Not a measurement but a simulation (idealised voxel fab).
This section sets out a process module, namely voxel capacitor over wiring.
Square cells of 5 nm make up the cross-section cut, whose width is 155 nm.
Bands, listed from the top down, are how a cross-section gets written in this document; the cross-section itself is a grid of square cells, and a band is one or more rows of them. What a band's entry tells you: where the top is and where the bottom is, as heights in nm, and after that what lies inside, material by material from left to right, each with its width in nm. Empty space is written as the word "air", and a single material marked with the word "everywhere" occupies the band from edge to edge. Where do heights start? At 0: under that level the wafer as delivered is made of one material only. And the lowest band has no floor; it just carries on downward, as in "0 down". Note: "30 to 40" means the width goes from the first number (top row of the band) to the second number (bottom row) in equal steps per row of cells. Basically "remains unaltered" means that step didn't change any cell in the cross-section. Entry "Trapped voids" = empty spaces >= 8 cells with no open way to the top; each as width x height at distance, distance from left edge, all nm. Formally, on a step line, whatever follows the settings is a remark that the simulator itself makes on the step. "overlay nm" denotes, for a step that has a mask, the displacement of the mask to the right of its planned place, with negative values corresponding to the left.
# The steps planned for the process are as follows
1: RECEIVE (material Si)
2: CONFORMAL_DEP (material SiO2; thk nm 10)
3: CONFORMAL_DEP (material SiN; thk nm 5)
4: DIRECTIONAL_DEP (material SiO2; thk nm 25)
5: DIRECTIONAL_DEP (material aC; thk nm 10)
6: PATTERN (tone open; mask id METAL_1; material resist; width nm 25; pitch nm 80; thk nm 25; overlay nm 0)
7: DIRECTIONAL_ETCH (etch materials aC; depth nm 10)
8: STRIP (etch materials resist)
9: DIRECTIONAL_ETCH (etch materials SiO2; depth nm 25)
10: DIRECTIONAL_ETCH (etch materials SiN; depth nm 5)
11: STRIP (etch materials aC)
12: CONFORMAL_DEP (material TiN; thk nm 5)
13: FILL_DEP (material Cu; thk nm 5)
14: CMP (height nm 40)
15: CONFORMAL_DEP (material SiCN; thk nm 5)
16: DIRECTIONAL_DEP (material lowk; thk nm 15)
17: DIRECTIONAL_DEP (material aC; thk nm 15)
18: PATTERN (tone open; mask id PLUG_1; material resist; width nm 15; thk nm 30; overlay nm 0)
19: DIRECTIONAL_ETCH (etch materials aC; depth nm 15)
20: STRIP (etch materials resist)
21: DIRECTIONAL_ETCH (etch materials lowk; depth nm 15)
22: DIRECTIONAL_ETCH (etch materials SiCN; depth nm 5)
23: STRIP (etch materials aC)
24: EPI (material Ru; thk nm 10)
25: EPI (material Ru; thk nm 10)
26: DIRECTIONAL_DEP (material TiN; thk nm 5)
27: DIRECTIONAL_DEP (material Al2O3; thk nm 5)
28: DIRECTIONAL_DEP (material TiN; thk nm 5)
29: PATTERN (tone cover; mask id UPPER_PLATE; material resist; width nm 60; thk nm 15; overlay nm 0)
30: DIRECTIONAL_ETCH (etch materials TiN; depth nm 5)
31: DIRECTIONAL_ETCH (etch materials Al2O3; depth nm 5)
32: STRIP (etch materials resist)
33: MASKED_ETCH (tone cover; mask id LOWER_PLATE; width nm 70; etch materials TiN; depth nm 5; overlay nm 0)
34: FILL_DEP (material SiO2; thk nm 15)
35: CMP (height nm 85)
36: PATTERN (tone open; mask id PLUG_2; material resist; width nm 15; thk nm 15; overlay nm 0)
37: DIRECTIONAL_ETCH (etch materials SiO2; depth nm 10)
38: STRIP (etch materials resist)
39: CONFORMAL_DEP (material TiN; thk nm 5)
40: FILL_DEP (material W; thk nm 5)
41: CMP (height nm 85)
42: CONFORMAL_DEP (material SiN; thk nm 5)
# Account of the first of two wafers, which was processed as intended
# Received-state cross-section, reflecting completion of step 1
0 down | Si everywhere
Trapped voids: none
# The wafer in cross-section once step 2 is complete
10 to 0 | SiO2 everywhere
For the remainder of the cross-section, below 0, there is no change.
# The wafer in cross-section once step 3 is complete
15 to 10 | SiN everywhere
For the remainder of the cross-section, below 10, there is no change.
# The wafer in cross-section once step 4 is complete
40 to 15 | SiO2 everywhere
For the remainder of the cross-section, below 15, there is no change.
# The wafer in cross-section once step 5 is complete
50 to 40 | aC everywhere
For the remainder of the cross-section, below 40, there is no change.
# The wafer in cross-section once step 6 is complete
75 to 50 | resist (25), air (25), resist (55), air (25), resist (25)
For the remainder of the cross-section, below 50, there is no change.
# The wafer in cross-section once step 7 is complete
65 to 50 | resist (25), air (25), resist (55), air (25), resist (25)
50 to 40 | aC (25), air (25), aC (55), air (25), aC (25)
For the remainder of the cross-section, below 40, there is no change.
# The wafer in cross-section once step 8 is complete
50 to 40 | aC (25), air (25), aC (55), air (25), aC (25)
For the remainder of the cross-section, below 40, there is no change.
# The wafer in cross-section once step 9 is complete
50 to 40 | aC (25), air (25), aC (55), air (25), aC (25)
40 to 15 | SiO2 (25), air (25), SiO2 (55), air (25), SiO2 (25)
For the remainder of the cross-section, below 15, there is no change.
# The wafer in cross-section once step 10 is complete
50 to 40 | aC (25), air (25), aC (55), air (25), aC (25)
40 to 15 | SiO2 (25), air (25), SiO2 (55), air (25), SiO2 (25)
15 to 10 | SiN (25), air (25), SiN (55), air (25), SiN (25)
For the remainder of the cross-section, below 10, there is no change.
# The wafer in cross-section once step 11 is complete
40 to 15 | SiO2 (25), air (25), SiO2 (55), air (25), SiO2 (25)
For the remainder of the cross-section, below 15, there is no change.
# The wafer in cross-section once step 12 is complete
45 to 40 | TiN (30), air (15), TiN (65), air (15), TiN (30)
40 to 15 | SiO2 (25), TiN (5), air (15), TiN (5), SiO2 (55), TiN (5), air (15), TiN (5), SiO2 (25)
15 to 10 | SiN (25), TiN (25), SiN (55), TiN (25), SiN (25)
For the remainder of the cross-section, below 10, there is no change.
# The wafer in cross-section once step 13 is complete
50 to 45 | Cu everywhere
45 to 40 | TiN (30), Cu (15), TiN (65), Cu (15), TiN (30)
40 to 15 | SiO2 (25), TiN (5), Cu (15), TiN (5), SiO2 (55), TiN (5), Cu (15), TiN (5), SiO2 (25)
For the remainder of the cross-section, below 15, there is no change.
# The wafer in cross-section once step 14 is complete
40 to 15 | SiO2 (25), TiN (5), Cu (15), TiN (5), SiO2 (55), TiN (5), Cu (15), TiN (5), SiO2 (25)
For the remainder of the cross-section, below 15, there is no change.
# The wafer in cross-section once step 15 is complete
45 to 40 | SiCN everywhere
For the remainder of the cross-section, below 40, there is no change.
# The wafer in cross-section once step 16 is complete
60 to 45 | lowk everywhere
For the remainder of the cross-section, below 45, there is no change.
# The wafer in cross-section once step 17 is complete
75 to 60 | aC everywhere
For the remainder of the cross-section, below 60, there is no change.
# The wafer in cross-section once step 18 is complete
105 to 75 | resist (35), air (15), resist (105)
For the remainder of the cross-section, below 75, there is no change.
# The wafer in cross-section once step 19 is complete
90 to 75 | resist (35), air (15), resist (105)
75 to 60 | aC (35), air (15), aC (105)
For the remainder of the cross-section, below 60, there is no change.
# The wafer in cross-section once step 20 is complete
75 to 60 | aC (35), air (15), aC (105)
For the remainder of the cross-section, below 60, there is no change.
# The wafer in cross-section once step 21 is complete
75 to 60 | aC (35), air (15), aC (105)
60 to 45 | lowk (35), air (15), lowk (105)
For the remainder of the cross-section, below 45, there is no change.
# The wafer in cross-section once step 22 is complete
75 to 60 | aC (35), air (15), aC (105)
60 to 45 | lowk (35), air (15), lowk (105)
45 to 40 | SiCN (35), air (15), SiCN (105)
For the remainder of the cross-section, below 40, there is no change.
# The wafer in cross-section once step 23 is complete
60 to 45 | lowk (35), air (15), lowk (105)
For the remainder of the cross-section, below 45, there is no change.
# The wafer in cross-section once step 24 is complete
60 to 50 | lowk (35), air (15), lowk (105)
50 to 45 | lowk (35), Ru (15), lowk (105)
45 to 40 | SiCN (35), Ru (15), SiCN (105)
For the remainder of the cross-section, below 40, there is no change.
# The wafer in cross-section once step 25 is complete
60 to 45 | lowk (35), Ru (15), lowk (105)
For the remainder of the cross-section, below 45, there is no change.
# The wafer in cross-section once step 26 is complete
65 to 60 | TiN everywhere
For the remainder of the cross-section, below 60, there is no change.
# The wafer in cross-section once step 27 is complete
70 to 65 | Al2O3 everywhere
For the remainder of the cross-section, below 65, there is no change.
# The wafer in cross-section once step 28 is complete
75 to 70 | TiN everywhere
For the remainder of the cross-section, below 70, there is no change.
# The wafer in cross-section once step 29 is complete
90 to 75 | air (35), resist (60), air (60)
For the remainder of the cross-section, below 75, there is no change.
# The wafer in cross-section once step 30 is complete
90 to 75 | air (35), resist (60), air (60)
75 to 70 | air (35), TiN (60), air (60)
For the remainder of the cross-section, below 70, there is no change.
# The wafer in cross-section once step 31 is complete
90 to 75 | air (35), resist (60), air (60)
75 to 70 | air (35), TiN (60), air (60)
70 to 65 | air (35), Al2O3 (60), air (60)
For the remainder of the cross-section, below 65, there is no change.
# The wafer in cross-section once step 32 is complete
75 to 70 | air (35), TiN (60), air (60)
For the remainder of the cross-section, below 70, there is no change.
# The wafer in cross-section once step 33 is complete
75 to 70 | air (35), TiN (60), air (60)
70 to 65 | air (35), Al2O3 (60), air (60)
65 to 60 | air (30), TiN (70), air (55)
For the remainder of the cross-section, below 60, there is no change.
# The wafer in cross-section once step 34 is complete
90 to 75 | SiO2 everywhere
75 to 70 | SiO2 (35), TiN (60), SiO2 (60)
70 to 65 | SiO2 (35), Al2O3 (60), SiO2 (60)
65 to 60 | SiO2 (30), TiN (70), SiO2 (55)
For the remainder of the cross-section, below 60, there is no change.
# The wafer in cross-section once step 35 is complete
85 to 75 | SiO2 everywhere
For the remainder of the cross-section, below 75, there is no change.
# The wafer in cross-section once step 36 is complete
100 to 85 | resist (45), air (15), resist (95)
For the remainder of the cross-section, below 85, there is no change.
# The wafer in cross-section once step 37 is complete
100 to 85 | resist (45), air (15), resist (95)
85 to 75 | SiO2 (45), air (15), SiO2 (95)
For the remainder of the cross-section, below 75, there is no change.
# The wafer in cross-section once step 38 is complete
85 to 75 | SiO2 (45), air (15), SiO2 (95)
For the remainder of the cross-section, below 75, there is no change.
# The wafer in cross-section once step 39 is complete
90 to 85 | TiN (50), air (5), TiN (100)
85 to 80 | SiO2 (45), TiN (5), air (5), TiN (5), SiO2 (95)
80 to 70 | SiO2 (45 to 35), TiN (15 to 60), SiO2 (95 to 60)
For the remainder of the cross-section, below 70, there is no change.
# The wafer in cross-section once step 40 is complete
95 to 90 | W everywhere
90 to 85 | TiN (50), W (5), TiN (100)
85 to 80 | SiO2 (45), TiN (5), W (5), TiN (5), SiO2 (95)
For the remainder of the cross-section, below 80, there is no change.
# The wafer in cross-section once step 41 is complete
85 to 80 | SiO2 (45), TiN (5), W (5), TiN (5), SiO2 (95)
For the remainder of the cross-section, below 80, there is no change.
# The wafer in cross-section once step 42 is complete
90 to 85 | SiN everywhere
For the remainder of the cross-section, below 85, there is no change.
# Wafer two of two - same starting point, same process plan, one mistake in execution; matches wafer one up to and including step 17
# The second wafer cut through, at the time step 18 was supposed to be finished
105 to 75 | resist (40), air (15), resist (100)
For the remainder of the cross-section, below 75, there is no change.
# The second wafer cut through, at the time step 19 was supposed to be finished
90 to 75 | resist (40), air (15), resist (100)
75 to 60 | aC (40), air (15), aC (100)
For the remainder of the cross-section, below 60, there is no change.
# The second wafer cut through, at the time step 20 was supposed to be finished
75 to 60 | aC (40), air (15), aC (100)
For the remainder of the cross-section, below 60, there is no change.
# The second wafer cut through, at the time step 21 was supposed to be finished
75 to 60 | aC (40), air (15), aC (100)
60 to 45 | lowk (40), air (15), lowk (100)
For the remainder of the cross-section, below 45, there is no change.
# The second wafer cut through, at the time step 22 was supposed to be finished
75 to 60 | aC (40), air (15), aC (100)
60 to 45 | lowk (40), air (15), lowk (100)
45 to 40 | SiCN (40), air (15), SiCN (100)
For the remainder of the cross-section, below 40, there is no change.
# The second wafer cut through, at the time step 23 was supposed to be finished
60 to 45 | lowk (40), air (15), lowk (100)
For the remainder of the cross-section, below 45, there is no change.
# The second wafer cut through, at the time step 24 was supposed to be finished
60 to 50 | lowk (40), air (15), lowk (100)
50 to 45 | lowk (40), Ru (15), lowk (100)
45 to 40 | SiCN (40), Ru (15), SiCN (100)
For the remainder of the cross-section, below 40, there is no change.
# The second wafer cut through, at the time step 25 was supposed to be finished
60 to 45 | lowk (40), Ru (15), lowk (100)
For the remainder of the cross-section, below 45, there is no change.
# The second wafer cut through, at the time step 26 was supposed to be finished
65 to 60 | TiN everywhere
For the remainder of the cross-section, below 60, there is no change.
# The second wafer cut through, at the time step 27 was supposed to be finished
70 to 65 | Al2O3 everywhere
For the remainder of the cross-section, below 65, there is no change.
# The second wafer cut through, at the time step 28 was supposed to be finished
75 to 70 | TiN everywhere
For the remainder of the cross-section, below 70, there is no change.
# The second wafer cut through, at the time step 29 was supposed to be finished
90 to 75 | air (35), resist (60), air (60)
For the remainder of the cross-section, below 75, there is no change.
# The second wafer cut through, at the time step 30 was supposed to be finished
90 to 75 | air (35), resist (60), air (60)
75 to 70 | air (35), TiN (60), air (60)
For the remainder of the cross-section, below 70, there is no change.
# The second wafer cut through, at the time step 31 was supposed to be finished
90 to 75 | air (35), resist (60), air (60)
75 to 70 | air (35), TiN (60), air (60)
70 to 65 | air (35), Al2O3 (60), air (60)
For the remainder of the cross-section, below 65, there is no change.
# The second wafer cut through, at the time step 32 was supposed to be finished
75 to 70 | air (35), TiN (60), air (60)
For the remainder of the cross-section, below 70, there is no change.
# The second wafer cut through, at the time step 33 was supposed to be finished
75 to 70 | air (35), TiN (60), air (60)
70 to 65 | air (35), Al2O3 (60), air (60)
65 to 60 | air (30), TiN (70), air (55)
For the remainder of the cross-section, below 60, there is no change.
# The second wafer cut through, at the time step 34 was supposed to be finished
90 to 75 | SiO2 everywhere
75 to 70 | SiO2 (35), TiN (60), SiO2 (60)
70 to 65 | SiO2 (35), Al2O3 (60), SiO2 (60)
65 to 60 | SiO2 (30), TiN (70), SiO2 (55)
For the remainder of the cross-section, below 60, there is no change.
# The second wafer cut through, at the time step 35 was supposed to be finished
85 to 75 | SiO2 everywhere
For the remainder of the cross-section, below 75, there is no change.
# The second wafer cut through, at the time step 36 was supposed to be finished
100 to 85 | resist (45), air (15), resist (95)
For the remainder of the cross-section, below 85, there is no change.
# The second wafer cut through, at the time step 37 was supposed to be finished
100 to 85 | resist (45), air (15), resist (95)
85 to 75 | SiO2 (45), air (15), SiO2 (95)
For the remainder of the cross-section, below 75, there is no change.
# The second wafer cut through, at the time step 38 was supposed to be finished
85 to 75 | SiO2 (45), air (15), SiO2 (95)
For the remainder of the cross-section, below 75, there is no change.
# The second wafer cut through, at the time step 39 was supposed to be finished
90 to 85 | TiN (50), air (5), TiN (100)
85 to 80 | SiO2 (45), TiN (5), air (5), TiN (5), SiO2 (95)
80 to 70 | SiO2 (45 to 35), TiN (15 to 60), SiO2 (95 to 60)
For the remainder of the cross-section, below 70, there is no change.
# The second wafer cut through, at the time step 40 was supposed to be finished
95 to 90 | W everywhere
90 to 85 | TiN (50), W (5), TiN (100)
85 to 80 | SiO2 (45), TiN (5), W (5), TiN (5), SiO2 (95)
For the remainder of the cross-section, below 80, there is no change.
# The second wafer cut through, at the time step 41 was supposed to be finished
85 to 80 | SiO2 (45), TiN (5), W (5), TiN (5), SiO2 (95)
For the remainder of the cross-section, below 80, there is no change.
# The second wafer cut through, at the time step 42 was supposed to be finished
90 to 85 | SiN everywhere
For the remainder of the cross-section, below 85, there is no change.
The mistake made against the process plan was this: step 18: run off-plan, actual operation and settings PATTERN (tone open; mask id PLUG_1; material resist; width nm 15; thk nm 30; overlay nm 5)
At the end, each material covers as many cells on the second wafer as it does on the first, though the cells it covers are elsewhere.
